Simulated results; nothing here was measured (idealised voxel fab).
process module | voxel self aligned vias
cross-section cut | 285 nm wide | cells 5 nm
A cross-section is a grid of square cells, given in bands from the top down. A band is one or more rows of cells.
Each band's line starts with the height of the band's top and of its bottom, in nm. Then come its materials from left to right, each with its width in nm. One material with "throughout" fills the band from edge to edge. "air" is empty space.
Height 0 is the level under which the wafer as received is all one material. The lowest band goes on downwards, as in "0 down".
A width such as "30 to 40" changes by the same amount from each row of cells to the next, from the band's top row to its bottom row.
"no change" after a step means that no cell of the cross-section changed.
closed voids: empty space of 8 cells or more with no open way to the top, each as width x height at its distance from the left edge, in nm
after a step's settings: what the simulator itself notes on the step
overlay nm, on a step with a mask: how far to the right of its planned place the mask lay; to the left if negative
plan
1 op RECEIVE | material Si
2 op CONFORMAL_DEP | material SiO2 | thk nm 10
3 op CONFORMAL_DEP | material SiCN | thk nm 5
4 op DIRECTIONAL_DEP | material lowk | thk nm 25
5 op PATTERN | tone open | mask id LINES | material resist | width nm 15 | pitch nm 70 | thk nm 15 | overlay nm 0
6 op DIRECTIONAL_ETCH | etch materials lowk | depth nm 25
7 op STRIP | etch materials resist
8 op CONFORMAL_DEP | material TiN | thk nm 5
9 op FILL_DEP | material Ru | thk nm 10
10 op CMP | height nm 40
11 op SELECTIVE_ETCH | etch materials W Ru TiN | depth nm 5
12 op FILL_DEP | material SiN | thk nm 10
13 op CMP | height nm 40
14 op DIRECTIONAL_DEP | material lowk | thk nm 20
15 op DIRECTIONAL_DEP | material aC | thk nm 15
16 op PATTERN | tone open | mask id VIAS | material resist | width nm 45 | pitch nm 70 | thk nm 30 | overlay nm 0
17 op DIRECTIONAL_ETCH | etch materials aC | depth nm 15
18 op STRIP | etch materials resist
19 op DIRECTIONAL_ETCH | etch materials lowk | depth nm 20
20 op DIRECTIONAL_ETCH | etch materials SiN | depth nm 5
21 op STRIP | etch materials aC
22 op CONFORMAL_DEP | material TiN | thk nm 5
23 op FILL_DEP | material Cu | thk nm 10
24 op CMP | height nm 60
25 op CONFORMAL_DEP | material SiCN | thk nm 5
varied across the wafers: width nm of step 5. The plan shows the first wafer's value. All wafers start alike
first wafer as received, after step 1
  0 down: Si throughout
  closed voids: none
first wafer at the end, after step 25
  65 to 60: SiCN throughout
  60 to 45: lowk 85 | TiN 5 | Cu 35 | TiN 5 | lowk 25 | TiN 5 | Cu 35 | TiN 5 | lowk 85
  45 to 40: lowk 85 | TiN 20 | Cu 5 | TiN 20 | lowk 25 | TiN 20 | Cu 5 | TiN 20 | lowk 85
  40 to 35: lowk 100 | TiN 15 | lowk 55 | TiN 15 | lowk 100
  35 to 20: lowk 100 | TiN 5 | Ru 5 | TiN 5 | lowk 55 | TiN 5 | Ru 5 | TiN 5 | lowk 100
  20 to 15: lowk 100 | TiN 15 | lowk 55 | TiN 15 | lowk 100
  15 to 10: SiCN throughout
  10 to 0: SiO2 throughout
  0 down: Si throughout
  closed voids: none
last wafer at the end
  65 to 60: SiCN throughout
  60 to 45: lowk 85 | TiN 5 | Cu 35 | TiN 5 | lowk 25 | TiN 5 | Cu 35 | TiN 5 | lowk 85
  45 to 40: lowk 85 | TiN 10 | Cu 30 | TiN 5 | lowk 25 | TiN 10 | Cu 30 | TiN 5 | lowk 85
  40 to 35: lowk 90 | TiN 40 | lowk 30 | TiN 40 | lowk 85
  35 to 20: lowk 90 | TiN 5 | Ru 30 | TiN 5 | lowk 30 | TiN 5 | Ru 30 | TiN 5 | lowk 85
  20 to 15: lowk 90 | TiN 40 | lowk 30 | TiN 40 | lowk 85
  15 to 10: SiCN throughout
  10 to 0: SiO2 throughout
  0 down: Si throughout
  closed voids: none
each wafer at the end: cells of each material gained (+) or lost (-) since it was received, then its closed voids
width nm 15 | +44 Cu | +6 Ru | +114 SiCN | +114 SiO2 | +52 TiN | +411 lowk | closed voids: none
width nm 20 | +46 Cu | +12 Ru | +114 SiCN | +114 SiO2 | +54 TiN | +401 lowk | closed voids: none
width nm 25 | +48 Cu | +18 Ru | +114 SiCN | +114 SiO2 | +56 TiN | +391 lowk | closed voids: none
width nm 30 | +50 Cu | +24 Ru | +114 SiCN | +114 SiO2 | +58 TiN | +381 lowk | closed voids: none
width nm 35 | +52 Cu | +30 Ru | +114 SiCN | +114 SiO2 | +60 TiN | +371 lowk | closed voids: none
width nm 40 | +54 Cu | +36 Ru | +114 SiCN | +114 SiO2 | +62 TiN | +361 lowk | closed voids: none
